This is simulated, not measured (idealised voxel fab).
process module | voxel gate over fins
cross-section cut | 285 nm wide | cells 5 nm
A cross-section is a grid of square cells, given in bands from the top down. A band is one or more rows of cells.
Each band's line starts with the height of the band's top and of its bottom, in nm. Then come its materials from left to right, each with its width in nm. One material with "throughout" fills the band from edge to edge. "air" is empty space.
Height 0 is the level under which the wafer as received is all one material. The lowest band goes on downwards, as in "0 down".
A width such as "30 to 40" changes by the same amount from each row of cells to the next, from the band's top row to its bottom row.
"no change" after a step means that no cell of the cross-section changed.
closed voids: empty space of 8 cells or more with no open way to the top, each as width x height at its distance from the left edge, in nm
after a step's settings: what the simulator itself notes on the step
overlay nm, on a step with a mask: how far to the right of its planned place the mask lay; to the left if negative
plan
1 op RECEIVE | material Si
2 op CONFORMAL_DEP | material SiN | thk nm 10
3 op MASKED_ETCH | tone cover | mask id FINS | width nm 15 | pitch nm 35 | etch materials SiN | depth nm 10 | overlay nm 0
4 op MASKED_ETCH | tone cover | mask id FINS | width nm 15 | pitch nm 35 | etch materials Si | depth nm 30 | overlay nm 0
5 op OXIDIZE | depth nm 5
6 op FILL_DEP | material SiO2 | thk nm 15
7 op CMP | height nm 10
8 op SELECTIVE_ETCH | etch materials SiO2 | depth nm 25
9 op STRIP | etch materials SiN
10 op CONFORMAL_DEP | material HfO2 | thk nm 5
11 op CONFORMAL_DEP | material TiN | thk nm 5
12 op CONFORMAL_DEP | material TiAl | thk nm 5
13 op CONFORMAL_DEP | material TiN | thk nm 5
14 op FILL_DEP | material W | thk nm 10
15 op CMP | height nm 25
16 op CONFORMAL_DEP | material SiN | thk nm 5
as received, after step 1
  0 down: Si throughout
  closed voids: none
a wafer at the end: this start, this plan, one mistake
  30 to 25: SiN throughout
  25 to 20: W throughout
  20 to 15: W 100 | TiN 80 | W 105
  15 to 10: W 100 | TiN 5 | TiAl 70 | TiN 5 | W 105
  10 to 5: W 100 | TiN 5 | TiAl 5 | TiN 25 | TiAl 10 | TiN 25 | TiAl 5 | TiN 5 | W 105
  5 to 0: TiN 105 | TiAl 5 | TiN 5 | HfO2 15 | TiN 5 | TiAl 10 | TiN 5 | HfO2 15 | TiN 5 | TiAl 5 | TiN 110
  0 to -5: TiAl 110 | TiN 5 | HfO2 5 | Si 5 | HfO2 5 | TiN 5 | TiAl 10 | TiN 5 | HfO2 5 | Si 5 | HfO2 5 | TiN 5 | TiAl 115
  -5 to -10: TiN 115 | HfO2 5 | Si 5 | HfO2 5 | TiN 20 | HfO2 5 | Si 5 | HfO2 5 | TiN 120
  -10 to -15: HfO2 120 | Si 5 | HfO2 30 | Si 5 | HfO2 125
  -15 to -65: SiO2 120 | Si 5 | SiO2 30 | Si 5 | SiO2 125
  -65 down: Si throughout
  closed voids: none
what went wrong: step 4 was run twice
